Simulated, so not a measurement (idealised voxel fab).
process module | voxel air gaps
cross-section cut | 235 nm wide | cells 5 nm
A cross-section is a grid of square cells, given in bands from the top down. A band is one or more rows of cells.
Each band's line starts with the height of the band's top and of its bottom, in nm. Then come its materials from left to right, each with its width in nm. One material with "throughout" fills the band from edge to edge. "air" is empty space.
Height 0 is the level under which the wafer as received is all one material. The lowest band goes on downwards, as in "0 down".
A width such as "30 to 40" changes by the same amount from each row of cells to the next, from the band's top row to its bottom row.
"no change" after a step means that no cell of the cross-section changed.
closed voids: empty space of 8 cells or more with no open way to the top, each as width x height at its distance from the left edge, in nm
after a step's settings: what the simulator itself notes on the step
overlay nm, on a step with a mask: how far to the right of its planned place the mask lay; to the left if negative
plan
1 op RECEIVE | material Si
2 op CONFORMAL_DEP | material SiO2 | thk nm 15
3 op CONFORMAL_DEP | material SiCN | thk nm 5
4 op DIRECTIONAL_DEP | material SiO2 | thk nm 35
5 op DIRECTIONAL_DEP | material aC | thk nm 10
6 op PATTERN | tone open | mask id LINES | material resist | width nm 25 | pitch nm 50 | thk nm 25 | overlay nm 0
7 op DIRECTIONAL_ETCH | etch materials aC | depth nm 10
8 op STRIP | etch materials resist
9 op DIRECTIONAL_ETCH | etch materials SiO2 | depth nm 35
10 op STRIP | etch materials aC
11 op CONFORMAL_DEP | material TiN | thk nm 5
12 op FILL_DEP | material Cu | thk nm 10
13 op CMP | height nm 55
14 op EPI | material Ru | thk nm 10
15 op SELECTIVE_ETCH | etch materials SiO2 | depth nm 45
16 op CONFORMAL_DEP | material SiCN | thk nm 5
first wafer, as planned
as received, after step 1
  0 down: Si throughout
  closed voids: none
after step 2
  15 to 0: SiO2 throughout
  below 0: unchanged
after step 3
  20 to 15: SiCN throughout
  below 15: unchanged
after step 4
  55 to 20: SiO2 throughout
  below 20: unchanged
after step 5
  65 to 55: aC throughout
  below 55: unchanged
after step 6
  90 to 65: resist 55 | air 25 | resist 25 | air 25 | resist 25 | air 25 | resist 55
  below 65: unchanged
after step 7
  80 to 65: resist 55 | air 25 | resist 25 | air 25 | resist 25 | air 25 | resist 55
  65 to 55: aC 55 | air 25 | aC 25 | air 25 | aC 25 | air 25 | aC 55
  below 55: unchanged
after step 8
  65 to 55: aC 55 | air 25 | aC 25 | air 25 | aC 25 | air 25 | aC 55
  below 55: unchanged
after step 9
  65 to 55: aC 55 | air 25 | aC 25 | air 25 | aC 25 | air 25 | aC 55
  55 to 20: SiO2 55 | air 25 | SiO2 25 | air 25 | SiO2 25 | air 25 | SiO2 55
  below 20: unchanged
after step 10
  55 to 20: SiO2 55 | air 25 | SiO2 25 | air 25 | SiO2 25 | air 25 | SiO2 55
  below 20: unchanged
after step 11
  60 to 55: TiN 60 | air 15 | TiN 35 | air 15 | TiN 35 | air 15 | TiN 60
  55 to 25: SiO2 55 | TiN 5 | air 15 | TiN 5 | SiO2 25 | TiN 5 | air 15 | TiN 5 | SiO2 25 | TiN 5 | air 15 | TiN 5 | SiO2 55
  25 to 20: SiO2 55 | TiN 25 | SiO2 25 | TiN 25 | SiO2 25 | TiN 25 | SiO2 55
  below 20: unchanged
after step 12
  70 to 60: Cu throughout
  60 to 55: TiN 60 | Cu 15 | TiN 35 | Cu 15 | TiN 35 | Cu 15 | TiN 60
  55 to 25: SiO2 55 | TiN 5 | Cu 15 | TiN 5 | SiO2 25 | TiN 5 | Cu 15 | TiN 5 | SiO2 25 | TiN 5 | Cu 15 | TiN 5 | SiO2 55
  below 25: unchanged
after step 13
  55 to 25: SiO2 55 | TiN 5 | Cu 15 | TiN 5 | SiO2 25 | TiN 5 | Cu 15 | TiN 5 | SiO2 25 | TiN 5 | Cu 15 | TiN 5 | SiO2 55
  below 25: unchanged
after step 14
  65 to 55: air 45 | Ru 45 | air 5 | Ru 45 | air 5 | Ru 45 | air 45
  below 55: unchanged
after step 15
  65 to 55: air 45 | Ru 45 | air 5 | Ru 45 | air 5 | Ru 45 | air 45
  55 to 25: air 55 | TiN 5 | Cu 15 | TiN 5 | air 25 | TiN 5 | Cu 15 | TiN 5 | air 25 | TiN 5 | Cu 15 | TiN 5 | air 55
  25 to 20: air 55 | TiN 25 | air 25 | TiN 25 | air 25 | TiN 25 | air 55
  below 20: unchanged
after step 16
  70 to 65: air 40 | SiCN 155 | air 40
  65 to 55: air 40 | SiCN 5 | Ru 45 | SiCN 5 | Ru 45 | SiCN 5 | Ru 45 | SiCN 5 | air 40
  55 to 50: air 40 | SiCN 15 | TiN 5 | Cu 15 | TiN 5 | SiCN 25 | TiN 5 | Cu 15 | TiN 5 | SiCN 25 | TiN 5 | Cu 15 | TiN 5 | SiCN 15 | air 40
  50 to 25: air 50 | SiCN 5 | TiN 5 | Cu 15 | TiN 5 | SiCN 5 | air 15 | SiCN 5 | TiN 5 | Cu 15 | TiN 5 | SiCN 5 | air 15 | SiCN 5 | TiN 5 | Cu 15 | TiN 5 | SiCN 5 | air 50
  25 to 20: SiCN 55 | TiN 25 | SiCN 25 | TiN 25 | SiCN 25 | TiN 25 | SiCN 55
  below 20: unchanged
  closed voids: 15 x 25 at 85; 15 x 25 at 135
second wafer: like start, like plan, one mistake. Through step 13 it matches the first wafer
when step 14 should have ended
  75 to 55: air 35 | Ru 165 | air 35
  below 55: unchanged
when step 15 should have ended
  75 to 55: air 35 | Ru 165 | air 35
  55 to 25: air 55 | TiN 5 | Cu 15 | TiN 5 | SiO2 25 | TiN 5 | Cu 15 | TiN 5 | SiO2 25 | TiN 5 | Cu 15 | TiN 5 | air 55
  25 to 20: air 55 | TiN 25 | SiO2 25 | TiN 25 | SiO2 25 | TiN 25 | air 55
  below 20: unchanged
when step 16 should have ended
  80 to 75: air 30 | SiCN 175 | air 30
  75 to 55: air 30 | SiCN 5 | Ru 165 | SiCN 5 | air 30
  55 to 50: air 30 | SiCN 25 | TiN 5 | Cu 15 | TiN 5 | SiO2 25 | TiN 5 | Cu 15 | TiN 5 | SiO2 25 | TiN 5 | Cu 15 | TiN 5 | SiCN 25 | air 30
  50 to 25: air 50 | SiCN 5 | TiN 5 | Cu 15 | TiN 5 | SiO2 25 | TiN 5 | Cu 15 | TiN 5 | SiO2 25 | TiN 5 | Cu 15 | TiN 5 | SiCN 5 | air 50
  25 to 20: SiCN 55 | TiN 25 | SiO2 25 | TiN 25 | SiO2 25 | TiN 25 | SiCN 55
  below 20: unchanged
what went wrong: step 14 was run twice
at the end the second wafer has, in cells: 78 more of Ru | 32 fewer of SiCN | 70 more of SiO2
closed voids at the end (first wafer, second wafer): 2, 0
